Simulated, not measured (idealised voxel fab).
A process module follows: voxel ribs on slabs.
Section cut is 155 nm wide and gridded with 5 nm square cells.
Just so we're on the same page, the cross-sections are grids of square cells, and they're listed out in bands top to bottom, each band one or more rows deep. For a band, the entry starts with two heights in nm, that of the top and then that of the bottom, and carries on with the band's materials in order from left to right, each alongside its width in nm; the word "all across" beside a single material means it fills the band edge to edge, and "blank" means empty space. Measure heights from 0. That's the level where, below it, the as-received wafer is all one material. The lowest band is bottomless and extends downward; write it as in "from 0 down". When a width is written as two numbers, as in "30..40", the first number is the width in the top row of cells of the band and the second is the width in its bottom row, and the width changes by the same amount from each row to the next. It should be understood that the words "remains unaltered", when stated for a given step, signify that the cross-section underwent no change in any of its cells during that step. In "Closed void catalog" the enclosed voids are listed, meaning empty spaces of 8 cells or larger without any opening to the top. The form is width x height at distance, distance from the left edge, units nm. after a step's settings: what the simulator itself notes on the step. The setting "overlay nm" may be written on the line of a step. When the step uses a mask, the value reports how far to the right of the planned place the mask lay, and a negative value reports that it lay to the left.

**The planned process steps are enumerated hereunder**
| 1 | RECEIVE [material Si] |
| 2 | DIRECTIONAL_DEP [material SiO2] [thk nm 20] |
| 3 | DIRECTIONAL_DEP [material polySi] [thk nm 25] |
| 4 | PATTERN [tone cover] [mask id RIB] [material resist] [width nm 25] [thk nm 15] [overlay nm 0] |
| 5 | DIRECTIONAL_ETCH [etch materials polySi] [depth nm 5] |
| 6 | STRIP [etch materials resist] |
| 7 | MASKED_ETCH [tone cover] [mask id SLAB] [width nm 85] [etch materials polySi] [depth nm 20] [overlay nm 0] |
| 8 | FILL_DEP [material SiO2] [thk nm 30] |
| 9 | CMP [height nm 65] |
| 10 | DIRECTIONAL_DEP [material TiN] [thk nm 10] |
| 11 | DIRECTIONAL_DEP [material aC] [thk nm 10] |
| 12 | PATTERN [tone cover] [mask id HEATER] [material resist] [width nm 35] [thk nm 30] [overlay nm 0] |
| 13 | DIRECTIONAL_ETCH [etch materials aC] [depth nm 10] |
| 14 | STRIP [etch materials resist] |
| 15 | DIRECTIONAL_ETCH [etch materials TiN] [depth nm 10] |
| 16 | STRIP [etch materials aC] |
| 17 | CONFORMAL_DEP [material SiN] [thk nm 10] |

**Wafer at receipt (post step 1), cross-section**
    from 0 down  Si all across
    Closed void catalog: none

**Cross-section, first of two wafers, end of module, run as planned**
    from 85 to 75  blank: 50 / SiN: 55 / blank: 50
    from 75 to 65  SiN: 60 / TiN: 35 / SiN: 60
    from 65 to 45  SiO2 all across
    from 45 to 40  SiO2: 65 / polySi: 25 / SiO2: 65
    from 40 to 20  SiO2: 35 / polySi: 85 / SiO2: 35
    from 20 to 0  SiO2 all across
    from 0 down  Si all across
    Closed void catalog: none

**Second wafer cross-section at end of module - shared start and plan with the first, one mistake in the run**
    from 85 to 75  blank: 50 / SiN: 55 / blank: 50
    from 75 to 65  SiN: 60 / TiN: 35 / SiN: 60
    from 65 to 25  SiO2 all across
    from 25 to 0  polySi all across
    from 0 down  Si all across
    Closed void catalog: none
In executing the process, a mistake was made relative to the plan: ran 2 and 3 in swapped order versus the plan
Count the cells at the end and the second wafer has more or fewer of some materials than the first: -82 SiO2; +82 polySi
